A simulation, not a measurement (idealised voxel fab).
process module | voxel self aligned contacts
cross-section cut | 235 nm wide | cells 5 nm
A cross-section is a grid of square cells, given in bands from the top down. A band is one or more rows of cells.
Each band's line starts with the height of the band's top and of its bottom, in nm. Then come its materials from left to right, each with its width in nm. One material with "throughout" fills the band from edge to edge. "air" is empty space.
Height 0 is the level under which the wafer as received is all one material. The lowest band goes on downwards, as in "0 down".
A width such as "30 to 40" changes by the same amount from each row of cells to the next, from the band's top row to its bottom row.
"no change" after a step means that no cell of the cross-section changed.
closed voids: empty space of 8 cells or more with no open way to the top, each as width x height at its distance from the left edge, in nm
after a step's settings: what the simulator itself notes on the step
overlay nm, on a step with a mask: how far to the right of its planned place the mask lay; to the left if negative
plan
1 op RECEIVE | material Si
2 op CONFORMAL_DEP | material SiO2 | thk nm 5
3 op DIRECTIONAL_DEP | material polySi | thk nm 30
4 op DIRECTIONAL_DEP | material SiN | thk nm 20
5 op DIRECTIONAL_DEP | material aC | thk nm 10
6 op PATTERN | tone cover | mask id GATE | material resist | width nm 30 | pitch nm 65 | thk nm 25 | overlay nm 0
7 op DIRECTIONAL_ETCH | etch materials aC | depth nm 10
8 op STRIP | etch materials resist
9 op DIRECTIONAL_ETCH | etch materials SiN | depth nm 20
10 op DIRECTIONAL_ETCH | etch materials polySi | depth nm 30
11 op STRIP | etch materials aC
12 op CONFORMAL_DEP | material SiN | thk nm 10
13 op DIRECTIONAL_ETCH | etch materials SiN | depth nm 10
14 op FILL_DEP | material SiO2 | thk nm 15
15 op CMP | height nm 65
16 op PATTERN | tone open | mask id CONTACT | material resist | width nm 45 | thk nm 20 | overlay nm 0
17 op DIRECTIONAL_ETCH | etch materials SiO2 | depth nm 65
18 op STRIP | etch materials resist
19 op CONFORMAL_DEP | material TiN | thk nm 5
20 op FILL_DEP | material Ru | thk nm 5
21 op CMP | height nm 65
22 op CONFORMAL_DEP | material SiN | thk nm 5
as received, after step 1
  0 down: Si throughout
  closed voids: none
first wafer at the end, as planned
  70 to 65: SiN throughout
  65 to 55: SiO2 95 | TiN 5 to 20 | Ru 35 to 5 | TiN 5 to 20 | SiO2 95
  55 to 35: SiO2 60 | SiN 50 | TiN 5 | Ru 5 | TiN 5 | SiN 50 | SiO2 60
  35 to 5: SiO2 60 | SiN 10 | polySi 30 | SiN 10 | TiN 5 | Ru 5 | TiN 5 | SiN 10 | polySi 30 | SiN 10 | SiO2 60
  5 to 0: SiO2 110 | TiN 15 | SiO2 110
  0 down: Si throughout
  closed voids: none
second wafer at the end: like start, like plan, one mistake
  65 to 60: SiN throughout
  60 to 55: SiO2 95 | TiN 20 | Ru 5 | TiN 20 | SiO2 95
  55 to 35: SiO2 60 | SiN 50 | TiN 5 | Ru 5 | TiN 5 | SiN 50 | SiO2 60
  35 to 5: SiO2 60 | SiN 10 | polySi 30 | SiN 10 | TiN 5 | Ru 5 | TiN 5 | SiN 10 | polySi 30 | SiN 10 | SiO2 60
  5 to 0: SiO2 110 | TiN 15 | SiO2 110
  0 down: Si throughout
  closed voids: none
what went wrong: step 21 ran as: op CMP | height nm 60
at the end the second wafer has, in cells: 7 fewer of Ru | 38 fewer of SiO2 | 2 fewer of TiN
